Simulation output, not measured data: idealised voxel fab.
process module | voxel released beams
FYI the section here is cut, 265 nm wide, cells are 5 nm squares.
For the purposes of this document, a cross-section shall be understood as a grid of square cells, specified as bands listed in top-to-bottom order, each band consisting of one or more rows of cells.
Quick guide to a band line: top height, bottom height (nm) up front; then every material left to right with its width in nm. Only one material and it's marked "full width"? Then it fills the band edge to edge. And "blank" just means empty space.
Convention: height 0 is the level below which the wafer, as received, is all one material. The lowest band does not terminate at the bottom but continues downward, represented as "0..down".
When a width is written as two numbers, as in "30 to 40", the first number is the width in the top row of cells of the band and the second is the width in its bottom row, and the width changes by the same amount from each row to the next.
Take "no change occurred" at face value: in the step it is given for, the cross-section changed in none of its cells.
Entry "closed voids". Content: empty spaces with no open connection to the top, size 8 cells or greater. Each: width x height at distance. Distance: from left edge. Unit: nm.
Past the settings on a step's line: simulator remark, on that step.
What "overlay nm" on a step's line means: if the step has a mask, that mask lay this far to the right of its planned place, or, when the value is negative, to the left.
[Steps planned for the process]
1: RECEIVE with material Si
2: CONFORMAL_DEP with material Al2O3, thk nm 10
3: DIRECTIONAL_DEP with material SiO2, thk nm 10
4: MASKED_ETCH with tone open, mask id ANCHOR, width nm 40, etch materials SiO2, depth nm 10, overlay nm 0
5: CONFORMAL_DEP with material W, thk nm 15
6: MASKED_ETCH with tone cover, mask id BEAM, width nm 90, etch materials W, depth nm 15, overlay nm 0
7: STRIP with etch materials SiO2
[What follows covers the first of two wafers; it ran as planned]
[So this is the incoming wafer in cross-section - it's already been through step 1]
0..down: Si full width
closed voids: none
[After step 2: wafer cross-section]
10..0: Al2O3 full width
Rest of section, below 0: as before.
[After step 3: wafer cross-section]
20..10: SiO2 full width
Rest of section, below 10: as before.
[After step 4: wafer cross-section]
20..10: SiO2: 90 / blank: 40 / SiO2: 135
Rest of section, below 10: as before.
[After step 5: wafer cross-section]
35..25: W: 105 / blank: 10 / W: 150
25..20: W full width
20..10: SiO2: 90 / W: 40 / SiO2: 135
Rest of section, below 10: as before.
[After step 6: wafer cross-section]
35..25: blank: 85 / W: 20 / blank: 10 / W: 60 / blank: 90
25..20: blank: 85 / W: 90 / blank: 90
Rest of section, below 20: as before.
[After step 7: wafer cross-section]
35..25: blank: 85 / W: 20 / blank: 10 / W: 60 / blank: 90
25..20: blank: 85 / W: 90 / blank: 90
20..10: blank: 90 / W: 40 / blank: 135
Rest of section, below 10: as before.
[The second wafer: identical to the first at the outset and in its planned sequence, differing only in that one mistake was made during processing; up to and including step 1, its path is the first wafer's path]
Look at the second wafer in cross-section at the time step 2 ought to have finished: no change occurred
[Look at the second wafer in cross-section at the time step 3 ought to have finished]
10..0: SiO2 full width
Rest of section, below 0: as before.
[Look at the second wafer in cross-section at the time step 4 ought to have finished]
10..0: SiO2: 90 / blank: 40 / SiO2: 135
Rest of section, below 0: as before.
[Look at the second wafer in cross-section at the time step 5 ought to have finished]
25..15: W: 105 / blank: 10 / W: 150
15..10: W full width
10..0: SiO2: 90 / W: 40 / SiO2: 135
Rest of section, below 0: as before.
[Look at the second wafer in cross-section at the time step 6 ought to have finished]
25..15: blank: 85 / W: 20 / blank: 10 / W: 60 / blank: 90
15..10: blank: 85 / W: 90 / blank: 90
Rest of section, below 10: as before.
[Look at the second wafer in cross-section at the time step 7 ought to have finished]
25..15: blank: 85 / W: 20 / blank: 10 / W: 60 / blank: 90
15..10: blank: 85 / W: 90 / blank: 90
10..0: blank: 90 / W: 40 / blank: 135
Rest of section, below 0: as before.
Against the plan, the run slipped here: step 2 was dropped from the plan's execution and never run
End of process, cell counts, second wafer against first, materials with more or fewer: 106 fewer of Al2O3
